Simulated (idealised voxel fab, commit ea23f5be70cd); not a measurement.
The following is a process module called voxel capacitor over wiring.
Shown is cross-section cut, with a width of 225 nm and square cells of size 5 nm.
A cross-section in this document is a grid of square cells, and it is written down as bands, the top band listed before the ones below it; a band is made up of one or more rows of cells. Band: top and bottom heights (nm) first, top before bottom; then materials from left to right, widths in nm. "throughout" marks a sole material filling the band edge to edge. "air" denotes empty space. The level at which height equals 0 is the one under which the wafer, as it arrives, is entirely one material. No lower edge exists for the bottom band, which continues downward and is notated as in "0..down". The notation "30->40" denotes a width that varies across the rows of cells in the band, beginning at the first number in the top row, finishing at the second number in the bottom row, and changing by an identical amount from each row to the next. "no modification" -> step changed no cross-section cell. Closed empty spaces (no open way to the top) of 8 cells or more are what "Closed void catalog" lists, each as width x height at distance from the left edge, nm for all three. Whatever follows a step's settings on its line is a remark the simulator itself makes about that step. overlay nm: for a step with a mask, the amount by which the mask lay right of where it was planned; a negative amount means left of it.

[Planned process steps]
1: RECEIVE [material Si]
2: CONFORMAL_DEP [material SiO2] [thk nm 15]
3: CONFORMAL_DEP [material SiCN] [thk nm 5]
4: DIRECTIONAL_DEP [material SiO2] [thk nm 20]
5: PATTERN [tone open] [mask id METAL_1] [material resist] [width nm 30] [pitch nm 95] [thk nm 15] [overlay nm 0]
6: DIRECTIONAL_ETCH [etch materials SiO2] [depth nm 20]
7: DIRECTIONAL_ETCH [etch materials SiCN] [depth nm 5]
8: STRIP [etch materials resist]
9: CONFORMAL_DEP [material TiN] [thk nm 5]
10: FILL_DEP [material Cu] [thk nm 10]
11: CMP [height nm 40]
12: EPI [material Ru] [thk nm 5]
13: FILL_DEP [material SiCN] [thk nm 5]
14: DIRECTIONAL_DEP [material lowk] [thk nm 15]
15: MASKED_ETCH [tone open] [mask id PLUG_1] [width nm 15] [etch materials lowk] [depth nm 15] [overlay nm 0]
16: MASKED_ETCH [tone open] [mask id PLUG_1] [width nm 15] [etch materials SiCN] [depth nm 5] [overlay nm 0]
17: CONFORMAL_DEP [material TiN] [thk nm 5]
18: FILL_DEP [material Ru] [thk nm 10]
19: CMP [height nm 65]
20: DIRECTIONAL_DEP [material TiN] [thk nm 5]
21: DIRECTIONAL_DEP [material SiN] [thk nm 5]
22: DIRECTIONAL_DEP [material TiN] [thk nm 10]
23: PATTERN [tone cover] [mask id UPPER_PLATE] [material resist] [width nm 70] [thk nm 15] [overlay nm 0]
24: DIRECTIONAL_ETCH [etch materials TiN] [depth nm 10]
25: DIRECTIONAL_ETCH [etch materials SiN] [depth nm 5]
26: STRIP [etch materials resist]
27: PATTERN [tone cover] [mask id LOWER_PLATE] [material resist] [width nm 80] [thk nm 20] [overlay nm 0]
28: DIRECTIONAL_ETCH [etch materials TiN] [depth nm 5]
29: STRIP [etch materials resist]
30: FILL_DEP [material SiO2] [thk nm 20]
31: CMP [height nm 100]
32: DIRECTIONAL_DEP [material aC] [thk nm 10]
33: PATTERN [tone open] [mask id PLUG_2] [material resist] [width nm 15] [thk nm 30] [overlay nm 0]
34: DIRECTIONAL_ETCH [etch materials aC] [depth nm 10]
35: STRIP [etch materials resist]
36: DIRECTIONAL_ETCH [etch materials SiO2] [depth nm 15]
37: STRIP [etch materials aC]
38: CONFORMAL_DEP [material TiN] [thk nm 5]
39: FILL_DEP [material W] [thk nm 5]
40: CMP [height nm 100]
41: CONFORMAL_DEP [material SiCN] [thk nm 5]

[On the first of the two wafers: run conducted according to plan]

[Incoming wafer, cross-sectional view, post step 1]
* 0..down  Si throughout
* Closed void catalog: none

[Step 2 done - wafer cross-section]
* 15..0  SiO2 throughout
* Note: structure below 0 unchanged.

[Step 3 done - wafer cross-section]
* 20..15  SiCN throughout
* Note: structure below 15 unchanged.

[Step 4 done - wafer cross-section]
* 40..20  SiO2 throughout
* Note: structure below 20 unchanged.

[Step 5 done - wafer cross-section]
* 55..40  50 nm resist / 30 nm air / 65 nm resist / 30 nm air / 50 nm resist
* Note: structure below 40 unchanged.

[Step 6 done - wafer cross-section]
* 55..40  50 nm resist / 30 nm air / 65 nm resist / 30 nm air / 50 nm resist
* 40..20  50 nm SiO2 / 30 nm air / 65 nm SiO2 / 30 nm air / 50 nm SiO2
* Note: structure below 20 unchanged.

[Step 7 done - wafer cross-section]
* 55..40  50 nm resist / 30 nm air / 65 nm resist / 30 nm air / 50 nm resist
* 40..20  50 nm SiO2 / 30 nm air / 65 nm SiO2 / 30 nm air / 50 nm SiO2
* 20..15  50 nm SiCN / 30 nm air / 65 nm SiCN / 30 nm air / 50 nm SiCN
* Note: structure below 15 unchanged.

[Step 8 done - wafer cross-section]
* 40..20  50 nm SiO2 / 30 nm air / 65 nm SiO2 / 30 nm air / 50 nm SiO2
* Note: structure below 20 unchanged.

[Step 9 done - wafer cross-section]
* 45..40  55 nm TiN / 20 nm air / 75 nm TiN / 20 nm air / 55 nm TiN
* 40..20  50 nm SiO2 / 5 nm TiN / 20 nm air / 5 nm TiN / 65 nm SiO2 / 5 nm TiN / 20 nm air / 5 nm TiN / 50 nm SiO2
* 20..15  50 nm SiCN / 30 nm TiN / 65 nm SiCN / 30 nm TiN / 50 nm SiCN
* Note: structure below 15 unchanged.

[Step 10 done - wafer cross-section]
* 55..45  Cu throughout
* 45..40  55 nm TiN / 20 nm Cu / 75 nm TiN / 20 nm Cu / 55 nm TiN
* 40..20  50 nm SiO2 / 5 nm TiN / 20 nm Cu / 5 nm TiN / 65 nm SiO2 / 5 nm TiN / 20 nm Cu / 5 nm TiN / 50 nm SiO2
* Note: structure below 20 unchanged.

[Step 11 done - wafer cross-section]
* 40..20  50 nm SiO2 / 5 nm TiN / 20 nm Cu / 5 nm TiN / 65 nm SiO2 / 5 nm TiN / 20 nm Cu / 5 nm TiN / 50 nm SiO2
* Note: structure below 20 unchanged.

[Step 12 done - wafer cross-section]
* 45..40  45 nm air / 40 nm Ru / 55 nm air / 40 nm Ru / 45 nm air
* Note: structure below 40 unchanged.

[Step 13 done - wafer cross-section]
* 50..45  SiCN throughout
* 45..40  45 nm SiCN / 40 nm Ru / 55 nm SiCN / 40 nm Ru / 45 nm SiCN
* Note: structure below 40 unchanged.

[Step 14 done - wafer cross-section]
* 65..50  lowk throughout
* Note: structure below 50 unchanged.

[Step 15 done - wafer cross-section]
* 65..50  65 nm lowk / 15 nm air / 145 nm lowk
* Note: structure below 50 unchanged.

[Step 16 done - wafer cross-section]
* 65..50  65 nm lowk / 15 nm air / 145 nm lowk
* 50..45  65 nm SiCN / 15 nm air / 145 nm SiCN
* Note: structure below 45 unchanged.

[Step 17 done - wafer cross-section]
* 70..65  70 nm TiN / 5 nm air / 150 nm TiN
* 65..50  65 nm lowk / 5 nm TiN / 5 nm air / 5 nm TiN / 145 nm lowk
* 50..45  65 nm SiCN / 15 nm TiN / 145 nm SiCN
* Note: structure below 45 unchanged.

[Step 18 done - wafer cross-section]
* 80..70  Ru throughout
* 70..65  70 nm TiN / 5 nm Ru / 150 nm TiN
* 65..50  65 nm lowk / 5 nm TiN / 5 nm Ru / 5 nm TiN / 145 nm lowk
* Note: structure below 50 unchanged.

[Step 19 done - wafer cross-section]
* 65..50  65 nm lowk / 5 nm TiN / 5 nm Ru / 5 nm TiN / 145 nm lowk
* Note: structure below 50 unchanged.

[Step 20 done - wafer cross-section]
* 70..65  TiN throughout
* Note: structure below 65 unchanged.

[Step 21 done - wafer cross-section]
* 75..70  SiN throughout
* Note: structure below 70 unchanged.

[Step 22 done - wafer cross-section]
* 85..75  TiN throughout
* Note: structure below 75 unchanged.

[Step 23 done - wafer cross-section]
* 100..85  65 nm air / 70 nm resist / 90 nm air
* Note: structure below 85 unchanged.

[Step 24 done - wafer cross-section]
* 100..85  65 nm air / 70 nm resist / 90 nm air
* 85..75  65 nm air / 70 nm TiN / 90 nm air
* Note: structure below 75 unchanged.

[Step 25 done - wafer cross-section]
* 100..85  65 nm air / 70 nm resist / 90 nm air
* 85..75  65 nm air / 70 nm TiN / 90 nm air
* 75..70  65 nm air / 70 nm SiN / 90 nm air
* Note: structure below 70 unchanged.

[Step 26 done - wafer cross-section]
* 85..75  65 nm air / 70 nm TiN / 90 nm air
* Note: structure below 75 unchanged.

[Step 27 done - wafer cross-section]
* 105..85  60 nm air / 80 nm resist / 85 nm air
* 85..75  60 nm air / 5 nm resist / 70 nm TiN / 5 nm resist / 85 nm air
* 75..70  60 nm air / 5 nm resist / 70 nm SiN / 5 nm resist / 85 nm air
* Note: structure below 70 unchanged.

[Step 28 done - wafer cross-section]
* 105..85  60 nm air / 80 nm resist / 85 nm air
* 85..75  60 nm air / 5 nm resist / 70 nm TiN / 5 nm resist / 85 nm air
* 75..70  60 nm air / 5 nm resist / 70 nm SiN / 5 nm resist / 85 nm air
* 70..65  60 nm air / 80 nm TiN / 85 nm air
* Note: structure below 65 unchanged.

[Step 29 done - wafer cross-section]
* 85..75  65 nm air / 70 nm TiN / 90 nm air
* 75..70  65 nm air / 70 nm SiN / 90 nm air
* Note: structure below 70 unchanged.

[Step 30 done - wafer cross-section]
* 105..85  SiO2 throughout
* 85..75  65 nm SiO2 / 70 nm TiN / 90 nm SiO2
* 75..70  65 nm SiO2 / 70 nm SiN / 90 nm SiO2
* 70..65  60 nm SiO2 / 80 nm TiN / 85 nm SiO2
* Note: structure below 65 unchanged.

[Step 31 done - wafer cross-section]
* 100..85  SiO2 throughout
* Note: structure below 85 unchanged.

[Step 32 done - wafer cross-section]
* 110..100  aC throughout
* Note: structure below 100 unchanged.

[Step 33 done - wafer cross-section]
* 140..110  75 nm resist / 15 nm air / 135 nm resist
* Note: structure below 110 unchanged.

[Step 34 done - wafer cross-section]
* 130..110  75 nm resist / 15 nm air / 135 nm resist
* 110..100  75 nm aC / 15 nm air / 135 nm aC
* Note: structure below 100 unchanged.

[Step 35 done - wafer cross-section]
* 110..100  75 nm aC / 15 nm air / 135 nm aC
* Note: structure below 100 unchanged.

[Step 36 done - wafer cross-section]
* 110..100  75 nm aC / 15 nm air / 135 nm aC
* 100..85  75 nm SiO2 / 15 nm air / 135 nm SiO2
* Note: structure below 85 unchanged.

[Step 37 done - wafer cross-section]
* 100..85  75 nm SiO2 / 15 nm air / 135 nm SiO2
* Note: structure below 85 unchanged.

[Step 38 done - wafer cross-section]
* 105..100  80 nm TiN / 5 nm air / 140 nm TiN
* 100..90  75 nm SiO2 / 5 nm TiN / 5 nm air / 5 nm TiN / 135 nm SiO2
* 90..85  75 nm SiO2 / 15 nm TiN / 135 nm SiO2
* Note: structure below 85 unchanged.

[Step 39 done - wafer cross-section]
* 110..105  W throughout
* 105..100  80 nm TiN / 5 nm W / 140 nm TiN
* 100..90  75 nm SiO2 / 5 nm TiN / 5 nm W / 5 nm TiN / 135 nm SiO2
* Note: structure below 90 unchanged.

[Step 40 done - wafer cross-section]
* 100..90  75 nm SiO2 / 5 nm TiN / 5 nm W / 5 nm TiN / 135 nm SiO2
* Note: structure below 90 unchanged.

[Step 41 done - wafer cross-section]
* 105..100  SiCN throughout
* Note: structure below 100 unchanged.

[What follows concerns the second wafer, which started out like the first and was meant to follow the very same plan; one mistake crept in when it was run, but everything up to and including step 13 is the same as for the first wafer]

Second wafer, cut view, end of step 14 per plan: no modification

Second wafer, cut view, end of step 15 per plan: no modification

[Second wafer, cut view, end of step 16 per plan]
* 50..45  65 nm SiCN / 15 nm air / 145 nm SiCN
* Note: structure below 45 unchanged.

[Second wafer, cut view, end of step 17 per plan]
* 55..50  70 nm TiN / 5 nm air / 150 nm TiN
* 50..45  65 nm SiCN / 15 nm TiN / 145 nm SiCN
* Note: structure below 45 unchanged.

[Second wafer, cut view, end of step 18 per plan]
* 65..55  Ru throughout
* 55..50  70 nm TiN / 5 nm Ru / 150 nm TiN
* Note: structure below 50 unchanged.

Second wafer, cut view, end of step 19 per plan: no modification

[Second wafer, cut view, end of step 20 per plan]
* 70..65  TiN throughout
* Note: structure below 65 unchanged.

[Second wafer, cut view, end of step 21 per plan]
* 75..70  SiN throughout
* Note: structure below 70 unchanged.

[Second wafer, cut view, end of step 22 per plan]
* 85..75  TiN throughout
* Note: structure below 75 unchanged.

[Second wafer, cut view, end of step 23 per plan]
* 100..85  65 nm air / 70 nm resist / 90 nm air
* Note: structure below 85 unchanged.

[Second wafer, cut view, end of step 24 per plan]
* 100..85  65 nm air / 70 nm resist / 90 nm air
* 85..75  65 nm air / 70 nm TiN / 90 nm air
* Note: structure below 75 unchanged.

[Second wafer, cut view, end of step 25 per plan]
* 100..85  65 nm air / 70 nm resist / 90 nm air
* 85..75  65 nm air / 70 nm TiN / 90 nm air
* 75..70  65 nm air / 70 nm SiN / 90 nm air
* Note: structure below 70 unchanged.

[Second wafer, cut view, end of step 26 per plan]
* 85..75  65 nm air / 70 nm TiN / 90 nm air
* Note: structure below 75 unchanged.

[Second wafer, cut view, end of step 27 per plan]
* 105..85  60 nm air / 80 nm resist / 85 nm air
* 85..75  60 nm air / 5 nm resist / 70 nm TiN / 5 nm resist / 85 nm air
* 75..70  60 nm air / 5 nm resist / 70 nm SiN / 5 nm resist / 85 nm air
* Note: structure below 70 unchanged.

[Second wafer, cut view, end of step 28 per plan]
* 105..85  60 nm air / 80 nm resist / 85 nm air
* 85..75  60 nm air / 5 nm resist / 70 nm TiN / 5 nm resist / 85 nm air
* 75..70  60 nm air / 5 nm resist / 70 nm SiN / 5 nm resist / 85 nm air
* 70..65  60 nm air / 80 nm TiN / 85 nm air
* Note: structure below 65 unchanged.

[Second wafer, cut view, end of step 29 per plan]
* 85..75  65 nm air / 70 nm TiN / 90 nm air
* 75..70  65 nm air / 70 nm SiN / 90 nm air
* Note: structure below 70 unchanged.

[Second wafer, cut view, end of step 30 per plan]
* 105..85  SiO2 throughout
* 85..75  65 nm SiO2 / 70 nm TiN / 90 nm SiO2
* 75..70  65 nm SiO2 / 70 nm SiN / 90 nm SiO2
* 70..65  60 nm SiO2 / 80 nm TiN / 85 nm SiO2
* Note: structure below 65 unchanged.

[Second wafer, cut view, end of step 31 per plan]
* 100..85  SiO2 throughout
* Note: structure below 85 unchanged.

[Second wafer, cut view, end of step 32 per plan]
* 110..100  aC throughout
* Note: structure below 100 unchanged.

[Second wafer, cut view, end of step 33 per plan]
* 140..110  75 nm resist / 15 nm air / 135 nm resist
* Note: structure below 110 unchanged.

[Second wafer, cut view, end of step 34 per plan]
* 130..110  75 nm resist / 15 nm air / 135 nm resist
* 110..100  75 nm aC / 15 nm air / 135 nm aC
* Note: structure below 100 unchanged.

[Second wafer, cut view, end of step 35 per plan]
* 110..100  75 nm aC / 15 nm air / 135 nm aC
* Note: structure below 100 unchanged.

[Second wafer, cut view, end of step 36 per plan]
* 110..100  75 nm aC / 15 nm air / 135 nm aC
* 100..85  75 nm SiO2 / 15 nm air / 135 nm SiO2
* Note: structure below 85 unchanged.

[Second wafer, cut view, end of step 37 per plan]
* 100..85  75 nm SiO2 / 15 nm air / 135 nm SiO2
* Note: structure below 85 unchanged.

[Second wafer, cut view, end of step 38 per plan]
* 105..100  80 nm TiN / 5 nm air / 140 nm TiN
* 100..90  75 nm SiO2 / 5 nm TiN / 5 nm air / 5 nm TiN / 135 nm SiO2
* 90..85  75 nm SiO2 / 15 nm TiN / 135 nm SiO2
* Note: structure below 85 unchanged.

[Second wafer, cut view, end of step 39 per plan]
* 110..105  W throughout
* 105..100  80 nm TiN / 5 nm W / 140 nm TiN
* 100..90  75 nm SiO2 / 5 nm TiN / 5 nm W / 5 nm TiN / 135 nm SiO2
* Note: structure below 90 unchanged.

[Second wafer, cut view, end of step 40 per plan]
* 100..90  75 nm SiO2 / 5 nm TiN / 5 nm W / 5 nm TiN / 135 nm SiO2
* Note: structure below 90 unchanged.

[Second wafer, cut view, end of step 41 per plan]
* 105..100  SiCN throughout
* Note: structure below 100 unchanged.
What was done differently from what was planned? step 14 of the plan was omitted and not executed
Wafer comparison, final, in cells, second relative to first, materials more or fewer: 88 more of Ru; 38 more of TiN; 126 fewer of lowk
